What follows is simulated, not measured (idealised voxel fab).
Process module name: voxel quadruple lines
Section cut is 285 nm wide and gridded with 5 nm square cells.
If you're reading a cross-section in this doc, picture square cells in a grid; it comes to you as bands, top ones listed first down to the bottom, and a band can be one or more rows of cells. Band entry format. Leading values: height of top, height of bottom, nm. Remainder: materials in left-to-right order, each with its width in nm. Special words: "throughout" on a single material, which then fills the band edge to edge; "empty", empty space. Heights are reckoned from 0. Under this level, the received wafer is all of one material. The bottommost band is open-ended downward, for example "0 and below". When a width is written as two numbers, as in "30..40", the first number is the width in the top row of cells of the band and the second is the width in its bottom row, and the width changes by the same amount from each row to the next. Key: "no modification" - step with no changed cell in the cross-section. The entry "Tabulated closed voids" lists the empty spaces that cover at least 8 cells and have no open path to the top. Each is written as width x height at distance, where the distance is measured from the left edge and all three values are in nm. Whatever follows a step's settings on its line is a remark the simulator itself makes about that step. If you see "overlay nm" on a step's line and that step has a mask, it's telling you how far right of where it was planned the mask ended up; a negative number means it went left instead.
The steps planned for the process are as follows
1: RECEIVE, material Si
2: CONFORMAL_DEP, material Al2O3, thk nm 10
3: DIRECTIONAL_DEP, material W, thk nm 10
4: DIRECTIONAL_DEP, material polySi, thk nm 20
5: DIRECTIONAL_DEP, material aC, thk nm 25
6: PATTERN, tone cover, mask id MANDREL, material resist, width nm 30, pitch nm 80, thk nm 35, overlay nm 0
7: DIRECTIONAL_ETCH, etch materials aC, depth nm 25
8: STRIP, etch materials resist
9: CONFORMAL_DEP, material SiO2, thk nm 10
10: DIRECTIONAL_ETCH, etch materials SiO2, depth nm 10
11: STRIP, etch materials aC
12: DIRECTIONAL_ETCH, etch materials polySi, depth nm 20
13: STRIP, etch materials SiO2
14: CONFORMAL_DEP, material SiCN, thk nm 10
15: DIRECTIONAL_ETCH, etch materials SiCN, depth nm 10
16: STRIP, etch materials polySi
17: DIRECTIONAL_ETCH, etch materials W, depth nm 10
18: STRIP, etch materials SiCN
As-received wafer cross-section (after step 1)
  0 and below | Si throughout
  Tabulated closed voids: none
Look at the cross-section after the module: the wafer started out the way shown above and the plan was the one shown above, yet one mistake was made along the way
  20 down to 10 | empty: 60 | W: 10 | empty: 10 | W: 10 | empty: 20 | W: 10 | empty: 10 | W: 20 | empty: 10 | W: 10 | empty: 20 | W: 10 | empty: 10 | W: 10 | empty: 65
  10 down to 0 | Al2O3 throughout
  0 and below | Si throughout
  Tabulated closed voids: none
Finding, execution versus plan: planned and actual differ for step 6; actual: PATTERN, tone cover, mask id MANDREL, material resist, width nm 40, pitch nm 80, thk nm 35, overlay nm 0
